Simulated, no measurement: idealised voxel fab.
The following process module bears the name voxel self aligned vias.
We display cut, a cross-section 240 nm in width whose square cells are each 5 nm.
Format of a cross-section: grid, square cells. Given as bands. Order: top down. Band: one or more rows of cells. Band: top height; bottom height; in nm. Then, left to right: material with width in nm, for each material. "full width": a single material spanning edge to edge. "empty": empty space. Counting heights begins at 0, where everything beneath is, in the wafer as received, one material. The lowest band has no bottom; it goes on downwards, as "0 nm and below" shows. Width: "30->40" (first number = top row, second number = bottom row, same change from row to row of cells). For the purposes of this document, the phrase "everything unchanged" attached to a step denotes that no cell within the cross-section was modified by that step. "Closed internal cavities" contains a list of empty spaces, each no smaller than 8 cells and without an open way to the top, written in the form width x height at distance with the distance from the left edge and all three in nm. Text after the settings on a step's line: the simulator's own remark on that step. "overlay nm" denotes, for a step that has a mask, the displacement of the mask to the right of its planned place, with negative values corresponding to the left.

# List of planned process steps
step 1: RECEIVE (material Si)
step 2: CONFORMAL_DEP (material SiO2; thk nm 15)
step 3: CONFORMAL_DEP (material SiCN; thk nm 5)
step 4: DIRECTIONAL_DEP (material SiO2; thk nm 25)
step 5: MASKED_ETCH (tone open; mask id LINES; width nm 30; pitch nm 55; etch materials SiO2; depth nm 25; overlay nm 0)
step 6: CONFORMAL_DEP (material TiN; thk nm 5)
step 7: FILL_DEP (material W; thk nm 10)
step 8: CMP (height nm 45)
step 9: SELECTIVE_ETCH (etch materials W Ru TiN; depth nm 5)
step 10: FILL_DEP (material SiN; thk nm 10)
step 11: CMP (height nm 45)
step 12: DIRECTIONAL_DEP (material SiO2; thk nm 20)
step 13: MASKED_ETCH (tone open; mask id VIAS; width nm 40; pitch nm 55; etch materials SiO2; depth nm 20; overlay nm 0)
step 14: MASKED_ETCH (tone open; mask id VIAS; width nm 40; pitch nm 55; etch materials SiN; depth nm 5; overlay nm 0)
step 15: CONFORMAL_DEP (material TiN; thk nm 5)
step 16: FILL_DEP (material W; thk nm 10)
step 17: CMP (height nm 65)
step 18: CONFORMAL_DEP (material SiCN; thk nm 5)

# Wafer, first of two, run as planned

# Incoming wafer, cross-sectional view, post step 1
    0 nm and below: Si full width
    Closed internal cavities: none

# How the wafer stands in section after step 2
    15 nm to 0 nm: SiO2 full width
    Beneath the level 0, the cross-section is identical to its previous state.

# How the wafer stands in section after step 3
    20 nm to 15 nm: SiCN full width
    Beneath the level 15, the cross-section is identical to its previous state.

# How the wafer stands in section after step 4
    45 nm to 20 nm: SiO2 full width
    Beneath the level 20, the cross-section is identical to its previous state.

# How the wafer stands in section after step 5
    45 nm to 20 nm: 75 nm SiO2, then 30 nm empty, then 25 nm SiO2, then 30 nm empty, then 80 nm SiO2
    Beneath the level 20, the cross-section is identical to its previous state.

# How the wafer stands in section after step 6
    50 nm to 45 nm: 80 nm TiN, then 20 nm empty, then 35 nm TiN, then 20 nm empty, then 85 nm TiN
    45 nm to 25 nm: 75 nm SiO2, then 5 nm TiN, then 20 nm empty, then 5 nm TiN, then 25 nm SiO2, then 5 nm TiN, then 20 nm empty, then 5 nm TiN, then 80 nm SiO2
    25 nm to 20 nm: 75 nm SiO2, then 30 nm TiN, then 25 nm SiO2, then 30 nm TiN, then 80 nm SiO2
    Beneath the level 20, the cross-section is identical to its previous state.

# How the wafer stands in section after step 7
    60 nm to 50 nm: W full width
    50 nm to 45 nm: 80 nm TiN, then 20 nm W, then 35 nm TiN, then 20 nm W, then 85 nm TiN
    45 nm to 25 nm: 75 nm SiO2, then 5 nm TiN, then 20 nm W, then 5 nm TiN, then 25 nm SiO2, then 5 nm TiN, then 20 nm W, then 5 nm TiN, then 80 nm SiO2
    Beneath the level 25, the cross-section is identical to its previous state.

# How the wafer stands in section after step 8
    45 nm to 25 nm: 75 nm SiO2, then 5 nm TiN, then 20 nm W, then 5 nm TiN, then 25 nm SiO2, then 5 nm TiN, then 20 nm W, then 5 nm TiN, then 80 nm SiO2
    Beneath the level 25, the cross-section is identical to its previous state.

# How the wafer stands in section after step 9
    45 nm to 40 nm: 75 nm SiO2, then 30 nm empty, then 25 nm SiO2, then 30 nm empty, then 80 nm SiO2
    Beneath the level 40, the cross-section is identical to its previous state.

# How the wafer stands in section after step 10
    55 nm to 45 nm: SiN full width
    45 nm to 40 nm: 75 nm SiO2, then 30 nm SiN, then 25 nm SiO2, then 30 nm SiN, then 80 nm SiO2
    Beneath the level 40, the cross-section is identical to its previous state.

# How the wafer stands in section after step 11
    45 nm to 40 nm: 75 nm SiO2, then 30 nm SiN, then 25 nm SiO2, then 30 nm SiN, then 80 nm SiO2
    Beneath the level 40, the cross-section is identical to its previous state.

# How the wafer stands in section after step 12
    65 nm to 45 nm: SiO2 full width
    Beneath the level 45, the cross-section is identical to its previous state.

# How the wafer stands in section after step 13
    65 nm to 45 nm: 70 nm SiO2, then 40 nm empty, then 15 nm SiO2, then 40 nm empty, then 75 nm SiO2
    Beneath the level 45, the cross-section is identical to its previous state.

# How the wafer stands in section after step 14
    65 nm to 45 nm: 70 nm SiO2, then 40 nm empty, then 15 nm SiO2, then 40 nm empty, then 75 nm SiO2
    45 nm to 40 nm: 75 nm SiO2, then 30 nm empty, then 25 nm SiO2, then 30 nm empty, then 80 nm SiO2
    Beneath the level 40, the cross-section is identical to its previous state.

# How the wafer stands in section after step 15
    70 nm to 65 nm: 75 nm TiN, then 30 nm empty, then 25 nm TiN, then 30 nm empty, then 80 nm TiN
    65 nm to 50 nm: 70 nm SiO2, then 5 nm TiN, then 30 nm empty, then 5 nm TiN, then 15 nm SiO2, then 5 nm TiN, then 30 nm empty, then 5 nm TiN, then 75 nm SiO2
    50 nm to 45 nm: 70 nm SiO2, then 10 nm TiN, then 20 nm empty, then 10 nm TiN, then 15 nm SiO2, then 10 nm TiN, then 20 nm empty, then 10 nm TiN, then 75 nm SiO2
    45 nm to 40 nm: 75 nm SiO2, then 30 nm TiN, then 25 nm SiO2, then 30 nm TiN, then 80 nm SiO2
    Beneath the level 40, the cross-section is identical to its previous state.

# How the wafer stands in section after step 16
    80 nm to 70 nm: W full width
    70 nm to 65 nm: 75 nm TiN, then 30 nm W, then 25 nm TiN, then 30 nm W, then 80 nm TiN
    65 nm to 50 nm: 70 nm SiO2, then 5 nm TiN, then 30 nm W, then 5 nm TiN, then 15 nm SiO2, then 5 nm TiN, then 30 nm W, then 5 nm TiN, then 75 nm SiO2
    50 nm to 45 nm: 70 nm SiO2, then 10 nm TiN, then 20 nm W, then 10 nm TiN, then 15 nm SiO2, then 10 nm TiN, then 20 nm W, then 10 nm TiN, then 75 nm SiO2
    Beneath the level 45, the cross-section is identical to its previous state.

# How the wafer stands in section after step 17
    65 nm to 50 nm: 70 nm SiO2, then 5 nm TiN, then 30 nm W, then 5 nm TiN, then 15 nm SiO2, then 5 nm TiN, then 30 nm W, then 5 nm TiN, then 75 nm SiO2
    Beneath the level 50, the cross-section is identical to its previous state.

# How the wafer stands in section after step 18
    70 nm to 65 nm: SiCN full width
    Beneath the level 65, the cross-section is identical to its previous state.

# Second wafer: same start and same plan as the first, one execution error; identical to the first through step 12

# Cross-sectional view of the second wafer at the intended end time of process step 13
    65 nm to 45 nm: 60 nm SiO2, then 40 nm empty, then 15 nm SiO2, then 40 nm empty, then 85 nm SiO2
    Beneath the level 45, the cross-section is identical to its previous state.

# Cross-sectional view of the second wafer at the intended end time of process step 14
    65 nm to 45 nm: 60 nm SiO2, then 40 nm empty, then 15 nm SiO2, then 40 nm empty, then 85 nm SiO2
    45 nm to 40 nm: 75 nm SiO2, then 25 nm empty, then 5 nm SiN, then 25 nm SiO2, then 25 nm empty, then 5 nm SiN, then 80 nm SiO2
    Beneath the level 40, the cross-section is identical to its previous state.

# Cross-sectional view of the second wafer at the intended end time of process step 15
    70 nm to 65 nm: 65 nm TiN, then 30 nm empty, then 25 nm TiN, then 30 nm empty, then 90 nm TiN
    65 nm to 50 nm: 60 nm SiO2, then 5 nm TiN, then 30 nm empty, then 5 nm TiN, then 15 nm SiO2, then 5 nm TiN, then 30 nm empty, then 5 nm TiN, then 85 nm SiO2
    50 nm to 45 nm: 60 nm SiO2, then 20 nm TiN, then 15 nm empty, then 5 nm TiN, then 15 nm SiO2, then 20 nm TiN, then 15 nm empty, then 5 nm TiN, then 85 nm SiO2
    45 nm to 40 nm: 75 nm SiO2, then 25 nm TiN, then 5 nm SiN, then 25 nm SiO2, then 25 nm TiN, then 5 nm SiN, then 80 nm SiO2
    Beneath the level 40, the cross-section is identical to its previous state.

# Cross-sectional view of the second wafer at the intended end time of process step 16
    80 nm to 70 nm: W full width
    70 nm to 65 nm: 65 nm TiN, then 30 nm W, then 25 nm TiN, then 30 nm W, then 90 nm TiN
    65 nm to 50 nm: 60 nm SiO2, then 5 nm TiN, then 30 nm W, then 5 nm TiN, then 15 nm SiO2, then 5 nm TiN, then 30 nm W, then 5 nm TiN, then 85 nm SiO2
    50 nm to 45 nm: 60 nm SiO2, then 20 nm TiN, then 15 nm W, then 5 nm TiN, then 15 nm SiO2, then 20 nm TiN, then 15 nm W, then 5 nm TiN, then 85 nm SiO2
    Beneath the level 45, the cross-section is identical to its previous state.

# Cross-sectional view of the second wafer at the intended end time of process step 17
    65 nm to 50 nm: 60 nm SiO2, then 5 nm TiN, then 30 nm W, then 5 nm TiN, then 15 nm SiO2, then 5 nm TiN, then 30 nm W, then 5 nm TiN, then 85 nm SiO2
    Beneath the level 50, the cross-section is identical to its previous state.

# Cross-sectional view of the second wafer at the intended end time of process step 18
    70 nm to 65 nm: SiCN full width
    Beneath the level 65, the cross-section is identical to its previous state.
Against the plan, the run slipped here: not per plan at step 13, really ran MASKED_ETCH (tone open; mask id VIAS; width nm 40; pitch nm 55; etch materials SiO2; depth nm 20; overlay nm -10)
Bottom line after processing is that, in cells, the second wafer is up or down on some materials versus the first: +2 SiN; -2 W
